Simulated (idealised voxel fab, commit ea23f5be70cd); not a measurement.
Process module name: voxel transistor to metal
The figure presents cross-section cut, which has a width of 205 nm and is divided into square cells with an edge length of 5 nm.
Notation: cross-section as square-cell grid; stated in bands, top first, going down; one or more cell rows per band. Top, bottom (nm), then materials left to right with widths (nm); lone material tagged "edge to edge" fills the whole band edge to edge; "blank" = empty space. Ref level 0: as-received wafer is one material below here. Bottom band extends down with no lower bound ("top 0, no bottom"). The two numbers in a width such as "30..40" mark its ends across the band: the first belongs to the top row of cells, the second to the bottom row, and from each row to the next the width moves by the same amount. For the purposes of this document, the phrase "left unchanged" attached to a step denotes that no cell within the cross-section was modified by that step. This entry, "Closed internal voids", enumerates those empty regions of no fewer than 8 cells that possess no open connection to the top. Each region is reported in the form width x height at distance, the distance being taken from the left edge, with all three quantities expressed in nm. What comes after the settings on a step's line is commentary from the simulator itself on that step. You can add "overlay nm" to a step's line. For a step with a mask, it describes how far the mask lay to the right of its planned position, and a negative number describes a lay to the left.

### This section lists the process steps that were planned
| 1 | RECEIVE,material Si |
| 2 | CONFORMAL_DEP,material SiO2,thk nm 5 |
| 3 | CONFORMAL_DEP,material SiN,thk nm 15 |
| 4 | PATTERN,tone cover,mask id ACTIVE,material resist,width nm 105,thk nm 20,overlay nm 0 |
| 5 | DIRECTIONAL_ETCH,etch materials SiN,depth nm 15 |
| 6 | DIRECTIONAL_ETCH,etch materials SiO2,depth nm 5 |
| 7 | DIRECTIONAL_ETCH,etch materials Si,depth nm 20 |
| 8 | STRIP,etch materials resist |
| 9 | FILL_DEP,material SiO2,thk nm 15 |
| 10 | CMP,height nm 20 |
| 11 | SELECTIVE_ETCH,etch materials SiO2,depth nm 10 |
| 12 | STRIP,etch materials SiN |
| 13 | SELECTIVE_ETCH,etch materials SiO2,depth nm 5 |
| 14 | OXIDIZE,depth nm 5 |
| 15 | DIRECTIONAL_DEP,material polySi,thk nm 20 |
| 16 | DIRECTIONAL_DEP,material SiCN,thk nm 15 |
| 17 | PATTERN,tone cover,mask id GATE,material resist,width nm 25,thk nm 20,overlay nm 0 |
| 18 | DIRECTIONAL_ETCH,etch materials SiCN,depth nm 25 |
| 19 | DIRECTIONAL_ETCH,etch materials polySi,depth nm 30 |
| 20 | STRIP,etch materials resist |
| 21 | CONFORMAL_DEP,material SiN,thk nm 10 |
| 22 | DIRECTIONAL_ETCH,etch materials SiN,depth nm 10 |
| 23 | DIRECTIONAL_ETCH,etch materials SiO2,depth nm 5 |
| 24 | DIRECTIONAL_ETCH,etch materials Si,depth nm 15 |
| 25 | EPI,material SiGe,thk nm 15 |
| 26 | FILL_DEP,material SiO2,thk nm 5 |
| 27 | CMP,height nm 35 |
| 28 | DIRECTIONAL_DEP,material SiO2,thk nm 15 |
| 29 | MASKED_ETCH,tone open,mask id CONTACT,width nm 15,pitch nm 80,etch materials SiO2,depth nm 40,overlay nm 0 |
| 30 | CONFORMAL_DEP,material TiN,thk nm 5 |
| 31 | FILL_DEP,material Ru,thk nm 5 |
| 32 | CMP,height nm 50 |
| 33 | CONFORMAL_DEP,material SiN,thk nm 5 |
| 34 | DIRECTIONAL_DEP,material lowk,thk nm 15 |
| 35 | DIRECTIONAL_DEP,material aC,thk nm 10 |
| 36 | PATTERN,tone open,mask id METAL_1,material resist,width nm 15,pitch nm 80,thk nm 30,overlay nm 0 |
| 37 | DIRECTIONAL_ETCH,etch materials aC,depth nm 10 |
| 38 | STRIP,etch materials resist |
| 39 | DIRECTIONAL_ETCH,etch materials lowk,depth nm 15 |
| 40 | DIRECTIONAL_ETCH,etch materials SiN,depth nm 5 |
| 41 | STRIP,etch materials aC |
| 42 | CONFORMAL_DEP,material TiN,thk nm 5 |
| 43 | FILL_DEP,material Cu,thk nm 10 |
| 44 | CMP,height nm 70 |
| 45 | CONFORMAL_DEP,material SiCN,thk nm 5 |
| 46 | DIRECTIONAL_DEP,material lowk,thk nm 30 |
| 47 | DIRECTIONAL_DEP,material aC,thk nm 15 |
| 48 | PATTERN,tone open,mask id METAL_2,material resist,width nm 15,pitch nm 80,thk nm 30,overlay nm 0 |
| 49 | DIRECTIONAL_ETCH,etch materials aC,depth nm 15 |
| 50 | STRIP,etch materials resist |
| 51 | DIRECTIONAL_ETCH,etch materials lowk,depth nm 20 |
| 52 | STRIP,etch materials aC |
| 53 | MASKED_ETCH,tone open,mask id METAL_2_HOLES,width nm 15,pitch nm 80,etch materials lowk,depth nm 10,overlay nm 0 |
| 54 | MASKED_ETCH,tone open,mask id METAL_2_HOLES,width nm 15,pitch nm 80,etch materials SiCN,depth nm 5,overlay nm 0 |
| 55 | CONFORMAL_DEP,material TiN,thk nm 5 |
| 56 | FILL_DEP,material Cu,thk nm 10 |
| 57 | CMP,height nm 105 |
| 58 | CONFORMAL_DEP,material SiN,thk nm 5 |

### first wafer, as planned

### Cross-section of the wafer upon arrival, representing the state reached after step 1
top 0, no bottom | Si edge to edge
Closed internal voids: none

### Step 2 done - wafer cross-section
top 5, bottom 0 | SiO2 edge to edge
Below 0, no change.

### Step 3 done - wafer cross-section
top 20, bottom 5 | SiN edge to edge
Below 5, no change.

### Step 4 done - wafer cross-section
top 40, bottom 20 | blank=50 | resist=105 | blank=50
Below 20, no change.

### Step 5 done - wafer cross-section
top 40, bottom 20 | blank=50 | resist=105 | blank=50
top 20, bottom 5 | blank=50 | SiN=105 | blank=50
Below 5, no change.

### Step 6 done - wafer cross-section
top 40, bottom 20 | blank=50 | resist=105 | blank=50
top 20, bottom 5 | blank=50 | SiN=105 | blank=50
top 5, bottom 0 | blank=50 | SiO2=105 | blank=50
Below 0, no change.

### Step 7 done - wafer cross-section
top 40, bottom 20 | blank=50 | resist=105 | blank=50
top 20, bottom 5 | blank=50 | SiN=105 | blank=50
top 5, bottom 0 | blank=50 | SiO2=105 | blank=50
top 0, bottom -20 | blank=50 | Si=105 | blank=50
Below -20, no change.

### Step 8 done - wafer cross-section
top 20, bottom 5 | blank=50 | SiN=105 | blank=50
Below 5, no change.

### Step 9 done - wafer cross-section
top 35, bottom 20 | SiO2 edge to edge
top 20, bottom 5 | SiO2=50 | SiN=105 | SiO2=50
top 5, bottom 0 | SiO2 edge to edge
top 0, bottom -20 | SiO2=50 | Si=105 | SiO2=50
Below -20, no change.

### Step 10 done - wafer cross-section
top 20, bottom 5 | SiO2=50 | SiN=105 | SiO2=50
Below 5, no change.

### Step 11 done - wafer cross-section
top 20, bottom 10 | blank=50 | SiN=105 | blank=50
Below 10, no change.

### Step 12 done - wafer cross-section
top 10, bottom 5 | SiO2=50 | blank=105 | SiO2=50
Below 5, no change.

### Step 13 done - wafer cross-section
top 5, bottom 0 | SiO2=45 | blank=115 | SiO2=45
Below 0, no change.

### Step 14 done - wafer cross-section
top 5, bottom 0 | SiO2=45 | blank=115 | SiO2=45
top 0, bottom -5 | SiO2 edge to edge
Below -5, no change.

### Step 15 done - wafer cross-section
top 25, bottom 20 | polySi=45 | blank=115 | polySi=45
top 20, bottom 5 | polySi edge to edge
top 5, bottom 0 | SiO2=45 | polySi=115 | SiO2=45
Below 0, no change.

### Step 16 done - wafer cross-section
top 40, bottom 35 | SiCN=45 | blank=115 | SiCN=45
top 35, bottom 25 | SiCN edge to edge
top 25, bottom 20 | polySi=45 | SiCN=115 | polySi=45
Below 20, no change.

### Step 17 done - wafer cross-section
top 60, bottom 40 | blank=90 | resist=25 | blank=90
top 40, bottom 35 | SiCN=45 | blank=45 | resist=25 | blank=45 | SiCN=45
Below 35, no change.

### Step 18 done - wafer cross-section
top 60, bottom 35 | blank=90 | resist=25 | blank=90
top 35, bottom 25 | blank=90 | SiCN=25 | blank=90
top 25, bottom 20 | polySi=45 | blank=45 | SiCN=25 | blank=45 | polySi=45
Below 20, no change.

### Step 19 done - wafer cross-section
top 60, bottom 35 | blank=90 | resist=25 | blank=90
top 35, bottom 20 | blank=90 | SiCN=25 | blank=90
top 20, bottom 5 | blank=90 | polySi=25 | blank=90
top 5, bottom 0 | SiO2=45 | blank=45 | polySi=25 | blank=45 | SiO2=45
Below 0, no change.

### Step 20 done - wafer cross-section
top 35, bottom 20 | blank=90 | SiCN=25 | blank=90
Below 20, no change.

### Step 21 done - wafer cross-section
top 45, bottom 35 | blank=80 | SiN=45 | blank=80
top 35, bottom 20 | blank=80 | SiN=10 | SiCN=25 | SiN=10 | blank=80
top 20, bottom 15 | blank=80 | SiN=10 | polySi=25 | SiN=10 | blank=80
top 15, bottom 10 | SiN=55 | blank=25 | SiN=10 | polySi=25 | SiN=10 | blank=25 | SiN=55
top 10, bottom 5 | SiN=90 | polySi=25 | SiN=90
top 5, bottom 0 | SiO2=45 | SiN=45 | polySi=25 | SiN=45 | SiO2=45
Below 0, no change.

### Step 22 done - wafer cross-section
top 35, bottom 20 | blank=80 | SiN=10 | SiCN=25 | SiN=10 | blank=80
top 20, bottom 5 | blank=80 | SiN=10 | polySi=25 | SiN=10 | blank=80
top 5, bottom 0 | SiO2=45 | SiN=10 | blank=25 | SiN=10 | polySi=25 | SiN=10 | blank=25 | SiN=10 | SiO2=45
Below 0, no change.

### Step 23 done - wafer cross-section
top 35, bottom 20 | blank=80 | SiN=10 | SiCN=25 | SiN=10 | blank=80
top 20, bottom 5 | blank=80 | SiN=10 | polySi=25 | SiN=10 | blank=80
top 5, bottom 0 | blank=45 | SiN=10 | blank=25 | SiN=10 | polySi=25 | SiN=10 | blank=25 | SiN=10 | blank=45
top 0, bottom -5 | SiO2=55 | blank=25 | SiO2=45 | blank=25 | SiO2=55
Below -5, no change.

### Step 24 done - wafer cross-section
top 35, bottom 20 | blank=80 | SiN=10 | SiCN=25 | SiN=10 | blank=80
top 20, bottom 5 | blank=80 | SiN=10 | polySi=25 | SiN=10 | blank=80
top 5, bottom 0 | blank=45 | SiN=10 | blank=25 | SiN=10 | polySi=25 | SiN=10 | blank=25 | SiN=10 | blank=45
top 0, bottom -5 | SiO2=55 | blank=25 | SiO2=45 | blank=25 | SiO2=55
top -5, bottom -20 | SiO2=50 | Si=5 | blank=25 | Si=45 | blank=25 | Si=5 | SiO2=50
Below -20, no change.

### Step 25 done - wafer cross-section
top 35, bottom 20 | blank=80 | SiN=10 | SiCN=25 | SiN=10 | blank=80
top 20, bottom 10 | blank=80 | SiN=10 | polySi=25 | SiN=10 | blank=80
top 10, bottom 5 | blank=50 | SiGe=30 | SiN=10 | polySi=25 | SiN=10 | SiGe=30 | blank=50
top 5, bottom 0 | blank=45 | SiN=10 | SiGe=25 | SiN=10 | polySi=25 | SiN=10 | SiGe=25 | SiN=10 | blank=45
top 0, bottom -5 | SiO2=55 | SiGe=25 | SiO2=45 | SiGe=25 | SiO2=55
top -5, bottom -20 | SiO2=50 | Si=5 | SiGe=25 | Si=45 | SiGe=25 | Si=5 | SiO2=50
Below -20, no change.

### Step 26 done - wafer cross-section
top 40, bottom 35 | SiO2 edge to edge
top 35, bottom 20 | SiO2=80 | SiN=10 | SiCN=25 | SiN=10 | SiO2=80
top 20, bottom 10 | SiO2=80 | SiN=10 | polySi=25 | SiN=10 | SiO2=80
top 10, bottom 5 | SiO2=50 | SiGe=30 | SiN=10 | polySi=25 | SiN=10 | SiGe=30 | SiO2=50
top 5, bottom 0 | SiO2=45 | SiN=10 | SiGe=25 | SiN=10 | polySi=25 | SiN=10 | SiGe=25 | SiN=10 | SiO2=45
Below 0, no change.

### Step 27 done - wafer cross-section
top 35, bottom 20 | SiO2=80 | SiN=10 | SiCN=25 | SiN=10 | SiO2=80
Below 20, no change.

### Step 28 done - wafer cross-section
top 50, bottom 35 | SiO2 edge to edge
Below 35, no change.

### Step 29 done - wafer cross-section
top 50, bottom 35 | SiO2=55 | blank=15 | SiO2=65 | blank=15 | SiO2=55
top 35, bottom 20 | SiO2=55 | blank=15 | SiO2=10 | SiN=10 | SiCN=25 | SiN=10 | SiO2=10 | blank=15 | SiO2=55
top 20, bottom 10 | SiO2=55 | blank=15 | SiO2=10 | SiN=10 | polySi=25 | SiN=10 | SiO2=10 | blank=15 | SiO2=55
Below 10, no change.

### Step 30 done - wafer cross-section
top 55, bottom 50 | TiN=60 | blank=5 | TiN=75 | blank=5 | TiN=60
top 50, bottom 35 | SiO2=55 | TiN=5 | blank=5 | TiN=5 | SiO2=65 | TiN=5 | blank=5 | TiN=5 | SiO2=55
top 35, bottom 20 | SiO2=55 | TiN=5 | blank=5 | TiN=5 | SiO2=10 | SiN=10 | SiCN=25 | SiN=10 | SiO2=10 | TiN=5 | blank=5 | TiN=5 | SiO2=55
top 20, bottom 15 | SiO2=55 | TiN=5 | blank=5 | TiN=5 | SiO2=10 | SiN=10 | polySi=25 | SiN=10 | SiO2=10 | TiN=5 | blank=5 | TiN=5 | SiO2=55
top 15, bottom 10 | SiO2=55 | TiN=15 | SiO2=10 | SiN=10 | polySi=25 | SiN=10 | SiO2=10 | TiN=15 | SiO2=55
Below 10, no change.

### Step 31 done - wafer cross-section
top 60, bottom 55 | Ru edge to edge
top 55, bottom 50 | TiN=60 | Ru=5 | TiN=75 | Ru=5 | TiN=60
top 50, bottom 35 | SiO2=55 | TiN=5 | Ru=5 | TiN=5 | SiO2=65 | TiN=5 | Ru=5 | TiN=5 | SiO2=55
top 35, bottom 20 | SiO2=55 | TiN=5 | Ru=5 | TiN=5 | SiO2=10 | SiN=10 | SiCN=25 | SiN=10 | SiO2=10 | TiN=5 | Ru=5 | TiN=5 | SiO2=55
top 20, bottom 15 | SiO2=55 | TiN=5 | Ru=5 | TiN=5 | SiO2=10 | SiN=10 | polySi=25 | SiN=10 | SiO2=10 | TiN=5 | Ru=5 | TiN=5 | SiO2=55
Below 15, no change.

### Step 32 done - wafer cross-section
top 50, bottom 35 | SiO2=55 | TiN=5 | Ru=5 | TiN=5 | SiO2=65 | TiN=5 | Ru=5 | TiN=5 | SiO2=55
Below 35, no change.

### Step 33 done - wafer cross-section
top 55, bottom 50 | SiN edge to edge
Below 50, no change.

### Step 34 done - wafer cross-section
top 70, bottom 55 | lowk edge to edge
Below 55, no change.

### Step 35 done - wafer cross-section
top 80, bottom 70 | aC edge to edge
Below 70, no change.

### Step 36 done - wafer cross-section
top 110, bottom 80 | resist=55 | blank=15 | resist=65 | blank=15 | resist=55
Below 80, no change.

### Step 37 done - wafer cross-section
top 100, bottom 80 | resist=55 | blank=15 | resist=65 | blank=15 | resist=55
top 80, bottom 70 | aC=55 | blank=15 | aC=65 | blank=15 | aC=55
Below 70, no change.

### Step 38 done - wafer cross-section
top 80, bottom 70 | aC=55 | blank=15 | aC=65 | blank=15 | aC=55
Below 70, no change.

### Step 39 done - wafer cross-section
top 80, bottom 70 | aC=55 | blank=15 | aC=65 | blank=15 | aC=55
top 70, bottom 55 | lowk=55 | blank=15 | lowk=65 | blank=15 | lowk=55
Below 55, no change.

### Step 40 done - wafer cross-section
top 80, bottom 70 | aC=55 | blank=15 | aC=65 | blank=15 | aC=55
top 70, bottom 55 | lowk=55 | blank=15 | lowk=65 | blank=15 | lowk=55
top 55, bottom 50 | SiN=55 | blank=15 | SiN=65 | blank=15 | SiN=55
Below 50, no change.

### Step 41 done - wafer cross-section
top 70, bottom 55 | lowk=55 | blank=15 | lowk=65 | blank=15 | lowk=55
Below 55, no change.

### Step 42 done - wafer cross-section
top 75, bottom 70 | TiN=60 | blank=5 | TiN=75 | blank=5 | TiN=60
top 70, bottom 55 | lowk=55 | TiN=5 | blank=5 | TiN=5 | lowk=65 | TiN=5 | blank=5 | TiN=5 | lowk=55
top 55, bottom 50 | SiN=55 | TiN=15 | SiN=65 | TiN=15 | SiN=55
Below 50, no change.

### Step 43 done - wafer cross-section
top 85, bottom 75 | Cu edge to edge
top 75, bottom 70 | TiN=60 | Cu=5 | TiN=75 | Cu=5 | TiN=60
top 70, bottom 55 | lowk=55 | TiN=5 | Cu=5 | TiN=5 | lowk=65 | TiN=5 | Cu=5 | TiN=5 | lowk=55
Below 55, no change.

### Step 44 done - wafer cross-section
top 70, bottom 55 | lowk=55 | TiN=5 | Cu=5 | TiN=5 | lowk=65 | TiN=5 | Cu=5 | TiN=5 | lowk=55
Below 55, no change.

### Step 45 done - wafer cross-section
top 75, bottom 70 | SiCN edge to edge
Below 70, no change.

### Step 46 done - wafer cross-section
top 105, bottom 75 | lowk edge to edge
Below 75, no change.

### Step 47 done - wafer cross-section
top 120, bottom 105 | aC edge to edge
Below 105, no change.

### Step 48 done - wafer cross-section
top 150, bottom 120 | resist=55 | blank=15 | resist=65 | blank=15 | resist=55
Below 120, no change.

### Step 49 done - wafer cross-section
top 135, bottom 120 | resist=55 | blank=15 | resist=65 | blank=15 | resist=55
top 120, bottom 105 | aC=55 | blank=15 | aC=65 | blank=15 | aC=55
Below 105, no change.

### Step 50 done - wafer cross-section
top 120, bottom 105 | aC=55 | blank=15 | aC=65 | blank=15 | aC=55
Below 105, no change.

### Step 51 done - wafer cross-section
top 120, bottom 105 | aC=55 | blank=15 | aC=65 | blank=15 | aC=55
top 105, bottom 85 | lowk=55 | blank=15 | lowk=65 | blank=15 | lowk=55
Below 85, no change.

### Step 52 done - wafer cross-section
top 105, bottom 85 | lowk=55 | blank=15 | lowk=65 | blank=15 | lowk=55
Below 85, no change.

### Step 53 done - wafer cross-section
top 105, bottom 75 | lowk=55 | blank=15 | lowk=65 | blank=15 | lowk=55
Below 75, no change.

### Step 54 done - wafer cross-section
top 105, bottom 75 | lowk=55 | blank=15 | lowk=65 | blank=15 | lowk=55
top 75, bottom 70 | SiCN=55 | blank=15 | SiCN=65 | blank=15 | SiCN=55
Below 70, no change.

### Step 55 done - wafer cross-section
top 110, bottom 105 | TiN=60 | blank=5 | TiN=75 | blank=5 | TiN=60
top 105, bottom 75 | lowk=55 | TiN=5 | blank=5 | TiN=5 | lowk=65 | TiN=5 | blank=5 | TiN=5 | lowk=55
top 75, bottom 70 | SiCN=55 | TiN=15 | SiCN=65 | TiN=15 | SiCN=55
Below 70, no change.

### Step 56 done - wafer cross-section
top 120, bottom 110 | Cu edge to edge
top 110, bottom 105 | TiN=60 | Cu=5 | TiN=75 | Cu=5 | TiN=60
top 105, bottom 75 | lowk=55 | TiN=5 | Cu=5 | TiN=5 | lowk=65 | TiN=5 | Cu=5 | TiN=5 | lowk=55
Below 75, no change.

### Step 57 done - wafer cross-section
top 105, bottom 75 | lowk=55 | TiN=5 | Cu=5 | TiN=5 | lowk=65 | TiN=5 | Cu=5 | TiN=5 | lowk=55
Below 75, no change.

### Step 58 done - wafer cross-section
top 110, bottom 105 | SiN edge to edge
Below 105, no change.

### Wafer two of the pair: same origin, same plan, one error during the run; identical to wafer one up to and including step 52

### What the second wafer looks like in cross-section when step 53 should have wrapped up
top 95, bottom 85 | lowk=55 | blank=15 | lowk=65 | blank=15 | lowk=55
Below 85, no change.

What the second wafer looks like in cross-section when step 54 should have wrapped up: left unchanged

### What the second wafer looks like in cross-section when step 55 should have wrapped up
top 100, bottom 95 | TiN=60 | blank=5 | TiN=75 | blank=5 | TiN=60
top 95, bottom 90 | lowk=55 | TiN=5 | blank=5 | TiN=5 | lowk=65 | TiN=5 | blank=5 | TiN=5 | lowk=55
top 90, bottom 85 | lowk=55 | TiN=15 | lowk=65 | TiN=15 | lowk=55
Below 85, no change.

### What the second wafer looks like in cross-section when step 56 should have wrapped up
top 110, bottom 100 | Cu edge to edge
top 100, bottom 95 | TiN=60 | Cu=5 | TiN=75 | Cu=5 | TiN=60
top 95, bottom 90 | lowk=55 | TiN=5 | Cu=5 | TiN=5 | lowk=65 | TiN=5 | Cu=5 | TiN=5 | lowk=55
Below 90, no change.

### What the second wafer looks like in cross-section when step 57 should have wrapped up
top 105, bottom 100 | Cu edge to edge
Below 100, no change.

### What the second wafer looks like in cross-section when step 58 should have wrapped up
top 110, bottom 105 | SiN edge to edge
Below 105, no change.
Misprocessing identified: in deviation from the planned setting, step 53 was conducted as MASKED_ETCH,tone cover,mask id METAL_2_HOLES,width nm 15,pitch nm 80,etch materials lowk,depth nm 10,overlay nm 0
End check, counted in cells, second wafer has more or fewer of these materials than the first: Cu: 33 more | SiCN: 6 more | TiN: 19 more | lowk: 58 fewer
